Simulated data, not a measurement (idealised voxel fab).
Process module in this document: voxel self aligned contacts
Square cell edge 5 nm, section width 155 nm, ID cut.
Notation: cross-section as square-cell grid; stated in bands, top first, going down; one or more cell rows per band.
It is stipulated that each band's entry specify, in nanometres, the height of the top of the band and then that of its bottom, followed by the materials of the band in left-to-right sequence, each together with its width in nanometres. A single material marked by the word "full width" is understood to fill the band from edge to edge; the word "air" is understood to denote empty space.
Heights are expressed relative to 0, this being the level below which the as-received wafer comprises one material exclusively. The lowest band is unbounded in the downward direction and is denoted as in "0 nm and below".
Width: "30 to 40" (first number = top row, second number = bottom row, same change from row to row of cells).
When a step is marked "left unchanged", none of the cells in the cross-section changed during that step.
Each empty space that has no open way to the top and spans at least 8 cells appears under "Trapped voids" as width x height at distance, the distance counted from the left edge, all in nm.
Step line, after settings: the simulator's comment on this step.
overlay nm: how far to the right of its planned place the mask lay on this masked step (negative: to the left).

[Process steps (planned)]
1. RECEIVE: material Si
2. OXIDIZE: depth nm 5
3. DIRECTIONAL_DEP: material polySi, thk nm 30
4. DIRECTIONAL_DEP: material SiN, thk nm 15
5. PATTERN: tone cover, mask id GATE, material resist, width nm 25, pitch nm 50, thk nm 15, overlay nm 0
6. DIRECTIONAL_ETCH: etch materials SiN, depth nm 15
7. DIRECTIONAL_ETCH: etch materials polySi, depth nm 30
8. STRIP: etch materials resist
9. CONFORMAL_DEP: material SiN, thk nm 5
10. DIRECTIONAL_ETCH: etch materials SiN, depth nm 5
11. FILL_DEP: material SiO2, thk nm 15
12. CMP: height nm 50
13. PATTERN: tone open, mask id CONTACT, material resist, width nm 35, thk nm 20, overlay nm 0
14. DIRECTIONAL_ETCH: etch materials SiO2, depth nm 55
15. STRIP: etch materials resist
16. CONFORMAL_DEP: material TiN, thk nm 5
17. FILL_DEP: material Ru, thk nm 10
18. CMP: height nm 50
19. CONFORMAL_DEP: material SiCN, thk nm 5

[First of two wafers - as planned]

[Cross-section of the wafer upon arrival, representing the state reached after step 1]
    0 nm and below: Si full width
    Trapped voids: none

[How the wafer stands in section after step 2]
    0 nm to -5 nm: SiO2 full width
    Under the height -5 nothing was changed.

[How the wafer stands in section after step 3]
    30 nm to 0 nm: polySi full width
    Under the height 0 nothing was changed.

[How the wafer stands in section after step 4]
    45 nm to 30 nm: SiN full width
    Under the height 30 nothing was changed.

[How the wafer stands in section after step 5]
    60 nm to 45 nm: air 40 / resist 25 / air 25 / resist 25 / air 40
    Under the height 45 nothing was changed.

[How the wafer stands in section after step 6]
    60 nm to 45 nm: air 40 / resist 25 / air 25 / resist 25 / air 40
    45 nm to 30 nm: air 40 / SiN 25 / air 25 / SiN 25 / air 40
    Under the height 30 nothing was changed.

[How the wafer stands in section after step 7]
    60 nm to 45 nm: air 40 / resist 25 / air 25 / resist 25 / air 40
    45 nm to 30 nm: air 40 / SiN 25 / air 25 / SiN 25 / air 40
    30 nm to 0 nm: air 40 / polySi 25 / air 25 / polySi 25 / air 40
    Under the height 0 nothing was changed.

[How the wafer stands in section after step 8]
    45 nm to 30 nm: air 40 / SiN 25 / air 25 / SiN 25 / air 40
    Under the height 30 nothing was changed.

[How the wafer stands in section after step 9]
    50 nm to 30 nm: air 35 / SiN 35 / air 15 / SiN 35 / air 35
    30 nm to 5 nm: air 35 / SiN 5 / polySi 25 / SiN 5 / air 15 / SiN 5 / polySi 25 / SiN 5 / air 35
    5 nm to 0 nm: SiN 40 / polySi 25 / SiN 25 / polySi 25 / SiN 40
    Under the height 0 nothing was changed.

[How the wafer stands in section after step 10]
    45 nm to 30 nm: air 35 / SiN 35 / air 15 / SiN 35 / air 35
    30 nm to 0 nm: air 35 / SiN 5 / polySi 25 / SiN 5 / air 15 / SiN 5 / polySi 25 / SiN 5 / air 35
    Under the height 0 nothing was changed.

[How the wafer stands in section after step 11]
    60 nm to 45 nm: SiO2 full width
    45 nm to 30 nm: SiO2 35 / SiN 35 / SiO2 15 / SiN 35 / SiO2 35
    30 nm to 0 nm: SiO2 35 / SiN 5 / polySi 25 / SiN 5 / SiO2 15 / SiN 5 / polySi 25 / SiN 5 / SiO2 35
    Under the height 0 nothing was changed.

[How the wafer stands in section after step 12]
    50 nm to 45 nm: SiO2 full width
    Under the height 45 nothing was changed.

[How the wafer stands in section after step 13]
    70 nm to 50 nm: resist 60 / air 35 / resist 60
    Under the height 50 nothing was changed.

[How the wafer stands in section after step 14]
    70 nm to 50 nm: resist 60 / air 35 / resist 60
    50 nm to 45 nm: SiO2 60 / air 35 / SiO2 60
    45 nm to 30 nm: SiO2 35 / SiN 35 / air 15 / SiN 35 / SiO2 35
    30 nm to 0 nm: SiO2 35 / SiN 5 / polySi 25 / SiN 5 / air 15 / SiN 5 / polySi 25 / SiN 5 / SiO2 35
    0 nm to -5 nm: SiO2 70 / air 15 / SiO2 70
    Under the height -5 nothing was changed.

[How the wafer stands in section after step 15]
    50 nm to 45 nm: SiO2 60 / air 35 / SiO2 60
    Under the height 45 nothing was changed.

[How the wafer stands in section after step 16]
    55 nm to 50 nm: TiN 65 / air 25 / TiN 65
    50 nm to 45 nm: SiO2 60 / TiN 15 / air 5 / TiN 15 / SiO2 60
    45 nm to 30 nm: SiO2 35 / SiN 35 / TiN 5 / air 5 / TiN 5 / SiN 35 / SiO2 35
    30 nm to 0 nm: SiO2 35 / SiN 5 / polySi 25 / SiN 5 / TiN 5 / air 5 / TiN 5 / SiN 5 / polySi 25 / SiN 5 / SiO2 35
    0 nm to -5 nm: SiO2 70 / TiN 15 / SiO2 70
    Under the height -5 nothing was changed.

[How the wafer stands in section after step 17]
    65 nm to 55 nm: Ru full width
    55 nm to 50 nm: TiN 65 / Ru 25 / TiN 65
    50 nm to 45 nm: SiO2 60 / TiN 15 / Ru 5 / TiN 15 / SiO2 60
    45 nm to 30 nm: SiO2 35 / SiN 35 / TiN 5 / Ru 5 / TiN 5 / SiN 35 / SiO2 35
    30 nm to 0 nm: SiO2 35 / SiN 5 / polySi 25 / SiN 5 / TiN 5 / Ru 5 / TiN 5 / SiN 5 / polySi 25 / SiN 5 / SiO2 35
    Under the height 0 nothing was changed.

[How the wafer stands in section after step 18]
    50 nm to 45 nm: SiO2 60 / TiN 15 / Ru 5 / TiN 15 / SiO2 60
    Under the height 45 nothing was changed.

[How the wafer stands in section after step 19]
    55 nm to 50 nm: SiCN full width
    Under the height 50 nothing was changed.

[Wafer two. Same start, same plan, one slip in execution. Same as wafer one through step 1, inclusive]

[Cross-section, second wafer, at the end time the plan gives for step 2]
    30 nm to 0 nm: polySi full width
    Under the height 0 nothing was changed.

[Cross-section, second wafer, at the end time the plan gives for step 3]
    30 nm to 25 nm: SiO2 full width
    Under the height 25 nothing was changed.

[Cross-section, second wafer, at the end time the plan gives for step 4]
    45 nm to 30 nm: SiN full width
    Under the height 30 nothing was changed.

[Cross-section, second wafer, at the end time the plan gives for step 5]
    60 nm to 45 nm: air 40 / resist 25 / air 25 / resist 25 / air 40
    Under the height 45 nothing was changed.

[Cross-section, second wafer, at the end time the plan gives for step 6]
    60 nm to 45 nm: air 40 / resist 25 / air 25 / resist 25 / air 40
    45 nm to 30 nm: air 40 / SiN 25 / air 25 / SiN 25 / air 40
    Under the height 30 nothing was changed.

Cross-section, second wafer, at the end time the plan gives for step 7: left unchanged

[Cross-section, second wafer, at the end time the plan gives for step 8]
    45 nm to 30 nm: air 40 / SiN 25 / air 25 / SiN 25 / air 40
    Under the height 30 nothing was changed.

[Cross-section, second wafer, at the end time the plan gives for step 9]
    50 nm to 35 nm: air 35 / SiN 35 / air 15 / SiN 35 / air 35
    35 nm to 30 nm: SiN full width
    Under the height 30 nothing was changed.

[Cross-section, second wafer, at the end time the plan gives for step 10]
    45 nm to 30 nm: air 35 / SiN 35 / air 15 / SiN 35 / air 35
    Under the height 30 nothing was changed.

[Cross-section, second wafer, at the end time the plan gives for step 11]
    60 nm to 45 nm: SiO2 full width
    45 nm to 30 nm: SiO2 35 / SiN 35 / SiO2 15 / SiN 35 / SiO2 35
    Under the height 30 nothing was changed.

[Cross-section, second wafer, at the end time the plan gives for step 12]
    50 nm to 45 nm: SiO2 full width
    Under the height 45 nothing was changed.

[Cross-section, second wafer, at the end time the plan gives for step 13]
    70 nm to 50 nm: resist 60 / air 35 / resist 60
    Under the height 50 nothing was changed.

[Cross-section, second wafer, at the end time the plan gives for step 14]
    70 nm to 50 nm: resist 60 / air 35 / resist 60
    50 nm to 45 nm: SiO2 60 / air 35 / SiO2 60
    45 nm to 30 nm: SiO2 35 / SiN 35 / air 15 / SiN 35 / SiO2 35
    30 nm to 25 nm: SiO2 70 / air 15 / SiO2 70
    Under the height 25 nothing was changed.

[Cross-section, second wafer, at the end time the plan gives for step 15]
    50 nm to 45 nm: SiO2 60 / air 35 / SiO2 60
    Under the height 45 nothing was changed.

[Cross-section, second wafer, at the end time the plan gives for step 16]
    55 nm to 50 nm: TiN 65 / air 25 / TiN 65
    50 nm to 45 nm: SiO2 60 / TiN 15 / air 5 / TiN 15 / SiO2 60
    45 nm to 30 nm: SiO2 35 / SiN 35 / TiN 5 / air 5 / TiN 5 / SiN 35 / SiO2 35
    30 nm to 25 nm: SiO2 70 / TiN 15 / SiO2 70
    Under the height 25 nothing was changed.

[Cross-section, second wafer, at the end time the plan gives for step 17]
    65 nm to 55 nm: Ru full width
    55 nm to 50 nm: TiN 65 / Ru 25 / TiN 65
    50 nm to 45 nm: SiO2 60 / TiN 15 / Ru 5 / TiN 15 / SiO2 60
    45 nm to 30 nm: SiO2 35 / SiN 35 / TiN 5 / Ru 5 / TiN 5 / SiN 35 / SiO2 35
    Under the height 30 nothing was changed.

[Cross-section, second wafer, at the end time the plan gives for step 18]
    50 nm to 45 nm: SiO2 60 / TiN 15 / Ru 5 / TiN 15 / SiO2 60
    Under the height 45 nothing was changed.

[Cross-section, second wafer, at the end time the plan gives for step 19]
    55 nm to 50 nm: SiCN full width
    Under the height 50 nothing was changed.
What broke from the plan during processing? steps 2 and 3 run out of order (swapped)
Wrapping up, a cell-based count of both wafers puts the second over or under the first for these materials: Ru -6; Si +31; SiN -24; SiO2 -84; TiN -12; polySi +95
